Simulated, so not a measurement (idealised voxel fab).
process module | voxel wiring stack
cross-section cut | 180 nm wide | cells 5 nm
A cross-section is a grid of square cells, given in bands from the top down. A band is one or more rows of cells.
Each band's line starts with the height of the band's top and of its bottom, in nm. Then come its materials from left to right, each with its width in nm. One material with "throughout" fills the band from edge to edge. "air" is empty space.
Height 0 is the level under which the wafer as received is all one material. The lowest band goes on downwards, as in "0 down".
A width such as "30 to 40" changes by the same amount from each row of cells to the next, from the band's top row to its bottom row.
"no change" after a step means that no cell of the cross-section changed.
closed voids: empty space of 8 cells or more with no open way to the top, each as width x height at its distance from the left edge, in nm
after a step's settings: what the simulator itself notes on the step
overlay nm, on a step with a mask: how far to the right of its planned place the mask lay; to the left if negative
plan
1 op RECEIVE | material Si
2 op CONFORMAL_DEP | material SiO2 | thk nm 10
3 op DIRECTIONAL_DEP | material TiN | thk nm 5
4 op DIRECTIONAL_DEP | material Ru | thk nm 15
5 op MASKED_ETCH | tone cover | mask id METAL_1 | width nm 20 | pitch nm 50 | etch materials Ru | depth nm 15 | overlay nm 0
6 op MASKED_ETCH | tone cover | mask id METAL_1 | width nm 30 | pitch nm 50 | etch materials TiN | depth nm 5 | overlay nm 0
7 op CONFORMAL_DEP | material SiCN | thk nm 5
8 op FILL_DEP | material SiO2 | thk nm 10
9 op CMP | height nm 30
10 op CONFORMAL_DEP | material SiCN | thk nm 5
11 op DIRECTIONAL_DEP | material SiO2 | thk nm 30
12 op MASKED_ETCH | tone open | mask id METAL_2_HOLES | width nm 15 | pitch nm 50 | etch materials SiO2 | depth nm 30 | overlay nm 0
13 op PATTERN | tone open | mask id METAL_2 | material resist | width nm 30 | pitch nm 50 | thk nm 20 | overlay nm 0
14 op DIRECTIONAL_ETCH | etch materials SiO2 | depth nm 20
15 op DIRECTIONAL_ETCH | etch materials SiCN | depth nm 5
16 op STRIP | etch materials resist
17 op CONFORMAL_DEP | material TiN | thk nm 5
18 op FILL_DEP | material Ru | thk nm 5
19 op CMP | height nm 65
20 op CONFORMAL_DEP | material SiCN | thk nm 5
21 op DIRECTIONAL_DEP | material SiO2 | thk nm 25
22 op PATTERN | tone open | mask id METAL_3 | material resist | width nm 30 | pitch nm 50 | thk nm 20 | overlay nm 0
23 op DIRECTIONAL_ETCH | etch materials SiO2 | depth nm 15
24 op STRIP | etch materials resist
25 op MASKED_ETCH | tone open | mask id METAL_3_HOLES | width nm 15 | etch materials SiO2 | depth nm 10 | overlay nm 0
26 op MASKED_ETCH | tone open | mask id METAL_3_HOLES | width nm 15 | etch materials SiCN | depth nm 5 | overlay nm 0
27 op CONFORMAL_DEP | material TiN | thk nm 5
28 op FILL_DEP | material Ru | thk nm 10
29 op CMP | height nm 95
30 op CONFORMAL_DEP | material SiCN | thk nm 5
31 op DIRECTIONAL_DEP | material lowk | thk nm 35
32 op MASKED_ETCH | tone open | mask id METAL_4 | width nm 30 | pitch nm 50 | etch materials lowk | depth nm 20 | overlay nm 0
33 op MASKED_ETCH | tone open | mask id METAL_4_HOLES | width nm 15 | pitch nm 50 | etch materials lowk | depth nm 15 | overlay nm 0
34 op MASKED_ETCH | tone open | mask id METAL_4_HOLES | width nm 15 | pitch nm 50 | etch materials SiCN | depth nm 5 | overlay nm 0
35 op CONFORMAL_DEP | material TiN | thk nm 5
36 op FILL_DEP | material Ru | thk nm 5
37 op CMP | height nm 135
38 op CONFORMAL_DEP | material SiCN | thk nm 5
varied across the wafers: width nm of step 5. The plan shows the first wafer's value. All wafers start alike
first wafer as received, after step 1
  0 down: Si throughout
  closed voids: none
first wafer at the end, after step 38
  140 to 135: SiCN throughout
  135 to 120: lowk 50 | TiN 5 | Ru 20 | TiN 5 | lowk 20 | TiN 5 | Ru 20 | TiN 5 | lowk 50
  120 to 115: lowk 50 | TiN 5 | Ru 5 | TiN 20 | lowk 20 | TiN 5 | Ru 5 | TiN 20 | lowk 50
  115 to 100: lowk 50 | TiN 5 | Ru 5 | TiN 5 | lowk 35 | TiN 5 | Ru 5 | TiN 5 | lowk 65
  100 to 95: SiCN 50 | TiN 15 | SiCN 35 | TiN 15 | SiCN 65
  95 to 85: SiO2 50 | TiN 5 | Ru 20 | TiN 5 | SiO2 20 | TiN 5 | Ru 20 | TiN 5 | SiO2 50
  85 to 80: SiO2 50 | TiN 5 | Ru 5 | TiN 20 | SiO2 20 | TiN 30 | SiO2 50
  80 to 70: SiO2 50 | TiN 5 | Ru 5 | TiN 5 | SiO2 115
  70 to 65: SiCN 50 | TiN 15 | SiCN 115
  65 to 50: SiO2 50 | TiN 5 | Ru 20 | TiN 5 | SiO2 20 | TiN 5 | Ru 20 | TiN 5 | SiO2 50
  50 to 45: SiO2 50 | TiN 5 | Ru 5 | TiN 20 | SiO2 20 | TiN 5 | Ru 5 | TiN 20 | SiO2 50
  45 to 35: SiO2 50 | TiN 5 | Ru 5 | TiN 5 | SiO2 35 | TiN 5 | Ru 5 | TiN 5 | SiO2 65
  35 to 30: SiCN 50 | TiN 15 | SiCN 35 | TiN 15 | SiCN 65
  30 to 20: SiO2 50 | SiCN 5 | Ru 20 | SiCN 5 | SiO2 20 | SiCN 5 | Ru 20 | SiCN 5 | SiO2 50
  20 to 15: SiO2 45 | SiCN 10 | Ru 20 | SiCN 10 | SiO2 10 | SiCN 10 | Ru 20 | SiCN 10 | SiO2 45
  15 to 10: SiCN 50 | TiN 30 | SiCN 20 | TiN 30 | SiCN 50
  10 to 0: SiO2 throughout
  0 down: Si throughout
  closed voids: none
last wafer at the end
  140 to 135: SiCN throughout
  135 to 120: lowk 50 | TiN 5 | Ru 20 | TiN 5 | lowk 20 | TiN 5 | Ru 20 | TiN 5 | lowk 50
  120 to 115: lowk 50 | TiN 5 | Ru 5 | TiN 20 | lowk 20 | TiN 5 | Ru 5 | TiN 20 | lowk 50
  115 to 100: lowk 50 | TiN 5 | Ru 5 | TiN 5 | lowk 35 | TiN 5 | Ru 5 | TiN 5 | lowk 65
  100 to 95: SiCN 50 | TiN 15 | SiCN 35 | TiN 15 | SiCN 65
  95 to 85: SiO2 50 | TiN 5 | Ru 20 | TiN 5 | SiO2 20 | TiN 5 | Ru 20 | TiN 5 | SiO2 50
  85 to 80: SiO2 50 | TiN 5 | Ru 5 | TiN 20 | SiO2 20 | TiN 30 | SiO2 50
  80 to 70: SiO2 50 | TiN 5 | Ru 5 | TiN 5 | SiO2 115
  70 to 65: SiCN 50 | TiN 15 | SiCN 115
  65 to 50: SiO2 50 | TiN 5 | Ru 20 | TiN 5 | SiO2 20 | TiN 5 | Ru 20 | TiN 5 | SiO2 50
  50 to 45: SiO2 50 | TiN 5 | Ru 5 | TiN 20 | SiO2 20 | TiN 5 | Ru 5 | TiN 20 | SiO2 50
  45 to 35: SiO2 50 | TiN 5 | Ru 5 | TiN 5 | SiO2 35 | TiN 5 | Ru 5 | TiN 5 | SiO2 65
  35 to 30: SiCN 50 | TiN 15 | SiCN 35 | TiN 15 | SiCN 65
  30 to 15: SiO2 45 | SiCN 5 | Ru 35 | SiCN 5 | SiO2 5 | SiCN 5 | Ru 35 | SiCN 5 | SiO2 40
  15 to 10: SiCN 50 | TiN 35 | SiCN 15 | TiN 35 | SiCN 45
  10 to 0: SiO2 throughout
  0 down: Si throughout
  closed voids: none
each wafer at the end: cells of each material gained (+) or lost (-) since it was received, then its closed voids
width nm 20 | +105 Ru | +169 SiCN | +434 SiO2 | +114 TiN | +186 lowk | closed voids: none
width nm 25 | +111 Ru | +167 SiCN | +430 SiO2 | +114 TiN | +186 lowk | closed voids: none
width nm 30 | +117 Ru | +165 SiCN | +426 SiO2 | +114 TiN | +186 lowk | closed voids: none
width nm 35 | +123 Ru | +163 SiCN | +420 SiO2 | +116 TiN | +186 lowk | closed voids: none
